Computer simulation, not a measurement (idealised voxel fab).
The document below concerns the process module designated voxel wiring stack.
185 nm wide, 5 nm square cells: that's cross-section cut.
Cross-section layout: square cells on a grid; listed as bands, top to bottom; a band spans one or more cell rows. The band entry comprises the height of the band's top followed by the height of its bottom, expressed in nm, and subsequently the band's materials from left to right, each stated together with its width in nm. Where a single material is marked with the word "all across", that material fills the band from edge to edge. The word "empty" represents empty space. Counting heights begins at 0, where everything beneath is, in the wafer as received, one material. The lowest band has no bottom; it goes on downwards, as "0 down" shows. When a width is written as two numbers, as in "30..40", the first number is the width in the top row of cells of the band and the second is the width in its bottom row, and the width changes by the same amount from each row to the next. It should be understood that the words "nothing changed", when stated for a given step, signify that the cross-section underwent no change in any of its cells during that step. "Closed void inventory" - sealed voids, min. 8 cells, no opening to top; format: width x height at distance (distance from left edge; nm throughout). Where a step's line continues beyond its settings, the continuation is a remark by the simulator itself on that step. overlay nm: mask offset rightward from planned place, masked step; negative means leftward offset.

**So here's the lineup of process steps we planned**
| 1 | RECEIVE: material Si |
| 2 | CONFORMAL_DEP: material SiO2, thk nm 15 |
| 3 | CONFORMAL_DEP: material SiCN, thk nm 5 |
| 4 | DIRECTIONAL_DEP: material SiO2, thk nm 20 |
| 5 | MASKED_ETCH: tone open, mask id METAL_1, width nm 30, pitch nm 60, etch materials SiO2, depth nm 20, overlay nm 0 |
| 6 | MASKED_ETCH: tone open, mask id METAL_1, width nm 30, pitch nm 60, etch materials SiCN, depth nm 5, overlay nm 0 |
| 7 | CONFORMAL_DEP: material TiN, thk nm 5 |
| 8 | FILL_DEP: material Ru, thk nm 10 |
| 9 | CMP: height nm 40 |
| 10 | CONFORMAL_DEP: material SiCN, thk nm 5 |
| 11 | DIRECTIONAL_DEP: material SiO2, thk nm 25 |
| 12 | PATTERN: tone open, mask id METAL_2, material resist, width nm 30, pitch nm 60, thk nm 15, overlay nm 0 |
| 13 | DIRECTIONAL_ETCH: etch materials SiO2, depth nm 15 |
| 14 | STRIP: etch materials resist |
| 15 | MASKED_ETCH: tone open, mask id METAL_2_HOLES, width nm 15, pitch nm 60, etch materials SiO2, depth nm 10, overlay nm 0 |
| 16 | MASKED_ETCH: tone open, mask id METAL_2_HOLES, width nm 15, pitch nm 60, etch materials SiCN, depth nm 5, overlay nm 0 |
| 17 | CONFORMAL_DEP: material TiN, thk nm 5 |
| 18 | FILL_DEP: material Cu, thk nm 10 |
| 19 | CMP: height nm 70 |
| 20 | CONFORMAL_DEP: material SiCN, thk nm 5 |
| 21 | DIRECTIONAL_DEP: material SiO2, thk nm 35 |
| 22 | MASKED_ETCH: tone open, mask id METAL_3_HOLES, width nm 15, pitch nm 120, etch materials SiO2, depth nm 35, overlay nm 0 |
| 23 | MASKED_ETCH: tone open, mask id METAL_3, width nm 30, pitch nm 60, etch materials SiO2, depth nm 20, overlay nm 0 |
| 24 | MASKED_ETCH: tone open, mask id METAL_3, width nm 30, pitch nm 60, etch materials SiCN, depth nm 5, overlay nm 0 |
| 25 | CONFORMAL_DEP: material TiN, thk nm 5 |
| 26 | FILL_DEP: material Ru, thk nm 5 |
| 27 | CMP: height nm 110 |
| 28 | CONFORMAL_DEP: material SiCN, thk nm 5 |

**Cross-section, incoming material, after step 1**
0 down | Si all across
Closed void inventory: none

**First of two wafers: cross-section at end of module, run per plan**
115 to 110 | SiCN all across
110 to 95 | SiO2 15 | TiN 5 | Ru 20 | TiN 5 | SiO2 30 | TiN 5 | Ru 20 | TiN 5 | SiO2 30 | TiN 5 | Ru 20 | TiN 5 | SiO2 20
95 to 90 | SiO2 15 | TiN 5 | Ru 5 | TiN 20 | SiO2 30 | TiN 30 | SiO2 30 | TiN 5 | Ru 5 | TiN 20 | SiO2 20
90 to 75 | SiO2 15 | TiN 5 | Ru 5 | TiN 5 | SiO2 105 | TiN 5 | Ru 5 | TiN 5 | SiO2 35
75 to 70 | SiCN 15 | TiN 15 | SiCN 105 | TiN 15 | SiCN 35
70 to 60 | SiO2 15 | TiN 5 | Cu 20 | TiN 5 | SiO2 30 | TiN 5 | Cu 20 | TiN 5 | SiO2 30 | TiN 5 | Cu 20 | TiN 5 | SiO2 20
60 to 55 | SiO2 15 | TiN 5 | Cu 5 | TiN 20 | SiO2 30 | TiN 5 | Cu 5 | TiN 20 | SiO2 30 | TiN 5 | Cu 5 | TiN 20 | SiO2 20
55 to 45 | SiO2 15 | TiN 5 | Cu 5 | TiN 5 | SiO2 45 | TiN 5 | Cu 5 | TiN 5 | SiO2 45 | TiN 5 | Cu 5 | TiN 5 | SiO2 35
45 to 40 | SiCN 15 | TiN 15 | SiCN 45 | TiN 15 | SiCN 45 | TiN 15 | SiCN 35
40 to 20 | SiO2 15 | TiN 5 | Ru 20 | TiN 5 | SiO2 30 | TiN 5 | Ru 20 | TiN 5 | SiO2 30 | TiN 5 | Ru 20 | TiN 5 | SiO2 20
20 to 15 | SiCN 15 | TiN 30 | SiCN 30 | TiN 30 | SiCN 30 | TiN 30 | SiCN 20
15 to 0 | SiO2 all across
0 down | Si all across
Closed void inventory: none

**What the second wafer looks like in cross-section once the module is done. Its start and its plan matched the first wafer's exactly; what differed was one mistake in how it was run**
115 to 110 | SiCN all across
110 to 95 | SiO2 15 | TiN 5 | Ru 20 | TiN 5 | SiO2 30 | TiN 5 | Ru 20 | TiN 5 | SiO2 30 | TiN 5 | Ru 20 | TiN 5 | SiO2 20
95 to 90 | SiO2 15 | TiN 5 | Ru 5 | TiN 20 | SiO2 30 | TiN 30 | SiO2 30 | TiN 5 | Ru 5 | TiN 20 | SiO2 20
90 to 75 | SiO2 15 | TiN 5 | Ru 5 | TiN 5 | SiO2 105 | TiN 5 | Ru 5 | TiN 5 | SiO2 35
75 to 70 | SiCN 15 | TiN 15 | SiCN 105 | TiN 15 | SiCN 35
70 to 60 | SiO2 15 | TiN 5 | Cu 20 | TiN 5 | SiO2 30 | TiN 5 | Cu 20 | TiN 5 | SiO2 30 | TiN 5 | Cu 20 | TiN 5 | SiO2 20
60 to 55 | SiO2 15 | TiN 5 | Cu 5 | TiN 20 | SiO2 30 | TiN 5 | Cu 5 | TiN 20 | SiO2 30 | TiN 5 | Cu 5 | TiN 20 | SiO2 20
55 to 45 | SiO2 15 | TiN 5 | Cu 5 | TiN 5 | SiO2 45 | TiN 5 | Cu 5 | TiN 5 | SiO2 45 | TiN 5 | Cu 5 | TiN 5 | SiO2 35
45 to 40 | SiCN 15 | TiN 15 | SiCN 45 | TiN 15 | SiCN 45 | TiN 15 | SiCN 35
40 to 25 | SiO2 15 | TiN 5 | Ru 20 | TiN 5 | SiO2 30 | TiN 5 | Ru 20 | TiN 5 | SiO2 30 | TiN 5 | Ru 20 | TiN 5 | SiO2 20
25 to 20 | SiO2 15 | TiN 30 | SiO2 30 | TiN 30 | SiO2 30 | TiN 30 | SiO2 20
20 to 5 | SiO2 all across
5 to 0 | SiCN all across
0 down | Si all across
Closed void inventory: none
Short version of what went wrong: steps 2 and 3 of the plan were run in the wrong order, each in the other's place
Final difference in cells, second wafer against first, listed per material as more or fewer: -12 Ru; +18 SiCN; -6 TiN
